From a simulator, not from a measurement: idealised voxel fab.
process module | voxel air gaps
cross-section cut | 240 nm wide | cells 5 nm
A cross-section is a grid of square cells, given in bands from the top down. A band is one or more rows of cells.
Each band's line starts with the height of the band's top and of its bottom, in nm. Then come its materials from left to right, each with its width in nm. One material with "throughout" fills the band from edge to edge. "air" is empty space.
Height 0 is the level under which the wafer as received is all one material. The lowest band goes on downwards, as in "0 down".
A width such as "30 to 40" changes by the same amount from each row of cells to the next, from the band's top row to its bottom row.
"no change" after a step means that no cell of the cross-section changed.
closed voids: empty space of 8 cells or more with no open way to the top, each as width x height at its distance from the left edge, in nm
after a step's settings: what the simulator itself notes on the step
overlay nm, on a step with a mask: how far to the right of its planned place the mask lay; to the left if negative
plan
1 op RECEIVE | material Si
2 op CONFORMAL_DEP | material SiO2 | thk nm 10
3 op CONFORMAL_DEP | material SiCN | thk nm 5
4 op DIRECTIONAL_DEP | material lowk | thk nm 35
5 op DIRECTIONAL_DEP | material aC | thk nm 15
6 op PATTERN | tone open | mask id LINES | material resist | width nm 25 | pitch nm 50 | thk nm 35 | overlay nm 0
7 op DIRECTIONAL_ETCH | etch materials aC | depth nm 15
8 op STRIP | etch materials resist
9 op DIRECTIONAL_ETCH | etch materials lowk | depth nm 35
10 op STRIP | etch materials aC
11 op CONFORMAL_DEP | material TiN | thk nm 5
12 op FILL_DEP | material Cu | thk nm 10
13 op CMP | height nm 50
14 op EPI | material Ru | thk nm 10
15 op SELECTIVE_ETCH | etch materials lowk | depth nm 45
16 op CONFORMAL_DEP | material SiCN | thk nm 5
first wafer, as planned
as received, after step 1
  0 down: Si throughout
  closed voids: none
after step 2
  10 to 0: SiO2 throughout
  below 0: unchanged
after step 3
  15 to 10: SiCN throughout
  below 10: unchanged
after step 4
  50 to 15: lowk throughout
  below 15: unchanged
after step 5
  65 to 50: aC throughout
  below 50: unchanged
after step 6
  100 to 65: resist 30 | air 25 | resist 25 | air 25 | resist 25 | air 25 | resist 25 | air 25 | resist 35
  below 65: unchanged
after step 7
  85 to 65: resist 30 | air 25 | resist 25 | air 25 | resist 25 | air 25 | resist 25 | air 25 | resist 35
  65 to 50: aC 30 | air 25 | aC 25 | air 25 | aC 25 | air 25 | aC 25 | air 25 | aC 35
  below 50: unchanged
after step 8
  65 to 50: aC 30 | air 25 | aC 25 | air 25 | aC 25 | air 25 | aC 25 | air 25 | aC 35
  below 50: unchanged
after step 9
  65 to 50: aC 30 | air 25 | aC 25 | air 25 | aC 25 | air 25 | aC 25 | air 25 | aC 35
  50 to 15: lowk 30 | air 25 | lowk 25 | air 25 | lowk 25 | air 25 | lowk 25 | air 25 | lowk 35
  below 15: unchanged
after step 10
  50 to 15: lowk 30 | air 25 | lowk 25 | air 25 | lowk 25 | air 25 | lowk 25 | air 25 | lowk 35
  below 15: unchanged
after step 11
  55 to 50: TiN 35 | air 15 | TiN 35 | air 15 | TiN 35 | air 15 | TiN 35 | air 15 | TiN 40
  50 to 20: lowk 30 | TiN 5 | air 15 | TiN 5 | lowk 25 | TiN 5 | air 15 | TiN 5 | lowk 25 | TiN 5 | air 15 | TiN 5 | lowk 25 | TiN 5 | air 15 | TiN 5 | lowk 35
  20 to 15: lowk 30 | TiN 25 | lowk 25 | TiN 25 | lowk 25 | TiN 25 | lowk 25 | TiN 25 | lowk 35
  below 15: unchanged
after step 12
  65 to 55: Cu throughout
  55 to 50: TiN 35 | Cu 15 | TiN 35 | Cu 15 | TiN 35 | Cu 15 | TiN 35 | Cu 15 | TiN 40
  50 to 20: lowk 30 | TiN 5 | Cu 15 | TiN 5 | lowk 25 | TiN 5 | Cu 15 | TiN 5 | lowk 25 | TiN 5 | Cu 15 | TiN 5 | lowk 25 | TiN 5 | Cu 15 | TiN 5 | lowk 35
  below 20: unchanged
after step 13
  50 to 20: lowk 30 | TiN 5 | Cu 15 | TiN 5 | lowk 25 | TiN 5 | Cu 15 | TiN 5 | lowk 25 | TiN 5 | Cu 15 | TiN 5 | lowk 25 | TiN 5 | Cu 15 | TiN 5 | lowk 35
  below 20: unchanged
after step 14
  60 to 50: air 20 | Ru 45 | air 5 | Ru 45 | air 5 | Ru 45 | air 5 | Ru 45 | air 25
  below 50: unchanged
after step 15
  60 to 50: air 20 | Ru 45 | air 5 | Ru 45 | air 5 | Ru 45 | air 5 | Ru 45 | air 25
  50 to 20: air 30 | TiN 5 | Cu 15 | TiN 5 | air 25 | TiN 5 | Cu 15 | TiN 5 | air 25 | TiN 5 | Cu 15 | TiN 5 | air 25 | TiN 5 | Cu 15 | TiN 5 | air 35
  20 to 15: air 30 | TiN 25 | air 25 | TiN 25 | air 25 | TiN 25 | air 25 | TiN 25 | air 35
  below 15: unchanged
after step 16
  65 to 60: air 15 | SiCN 205 | air 20
  60 to 50: air 15 | SiCN 5 | Ru 45 | SiCN 5 | Ru 45 | SiCN 5 | Ru 45 | SiCN 5 | Ru 45 | SiCN 5 | air 20
  50 to 45: air 15 | SiCN 15 | TiN 5 | Cu 15 | TiN 5 | SiCN 25 | TiN 5 | Cu 15 | TiN 5 | SiCN 25 | TiN 5 | Cu 15 | TiN 5 | SiCN 25 | TiN 5 | Cu 15 | TiN 5 | SiCN 15 | air 20
  45 to 20: air 25 | SiCN 5 | TiN 5 | Cu 15 | TiN 5 | SiCN 5 | air 15 | SiCN 5 | TiN 5 | Cu 15 | TiN 5 | SiCN 5 | air 15 | SiCN 5 | TiN 5 | Cu 15 | TiN 5 | SiCN 5 | air 15 | SiCN 5 | TiN 5 | Cu 15 | TiN 5 | SiCN 5 | air 30
  20 to 15: SiCN 30 | TiN 25 | SiCN 25 | TiN 25 | SiCN 25 | TiN 25 | SiCN 25 | TiN 25 | SiCN 35
  below 15: unchanged
  closed voids: 15 x 25 at 60; 15 x 25 at 110; 15 x 25 at 160
second wafer: like start, like plan, one mistake. Through step 13 it matches the first wafer
when step 14 should have ended
  70 to 50: air 10 | Ru 215 | air 15
  below 50: unchanged
when step 15 should have ended
  70 to 50: air 10 | Ru 215 | air 15
  50 to 20: air 30 | TiN 5 | Cu 15 | TiN 5 | lowk 25 | TiN 5 | Cu 15 | TiN 5 | lowk 25 | TiN 5 | Cu 15 | TiN 5 | lowk 25 | TiN 5 | Cu 15 | TiN 5 | air 35
  20 to 15: air 30 | TiN 25 | lowk 25 | TiN 25 | lowk 25 | TiN 25 | lowk 25 | TiN 25 | air 35
  below 15: unchanged
when step 16 should have ended
  75 to 70: air 5 | SiCN 225 | air 10
  70 to 50: air 5 | SiCN 5 | Ru 215 | SiCN 5 | air 10
  50 to 45: air 5 | SiCN 25 | TiN 5 | Cu 15 | TiN 5 | lowk 25 | TiN 5 | Cu 15 | TiN 5 | lowk 25 | TiN 5 | Cu 15 | TiN 5 | lowk 25 | TiN 5 | Cu 15 | TiN 5 | SiCN 25 | air 10
  45 to 20: air 25 | SiCN 5 | TiN 5 | Cu 15 | TiN 5 | lowk 25 | TiN 5 | Cu 15 | TiN 5 | lowk 25 | TiN 5 | Cu 15 | TiN 5 | lowk 25 | TiN 5 | Cu 15 | TiN 5 | SiCN 5 | air 30
  20 to 15: SiCN 30 | TiN 25 | lowk 25 | TiN 25 | lowk 25 | TiN 25 | lowk 25 | TiN 25 | SiCN 35
  below 15: unchanged
what went wrong: step 14 was run twice
at the end the second wafer has, in cells: 100 more of Ru | 54 fewer of SiCN | 105 more of lowk
closed voids at the end (first wafer, second wafer): 3, 0
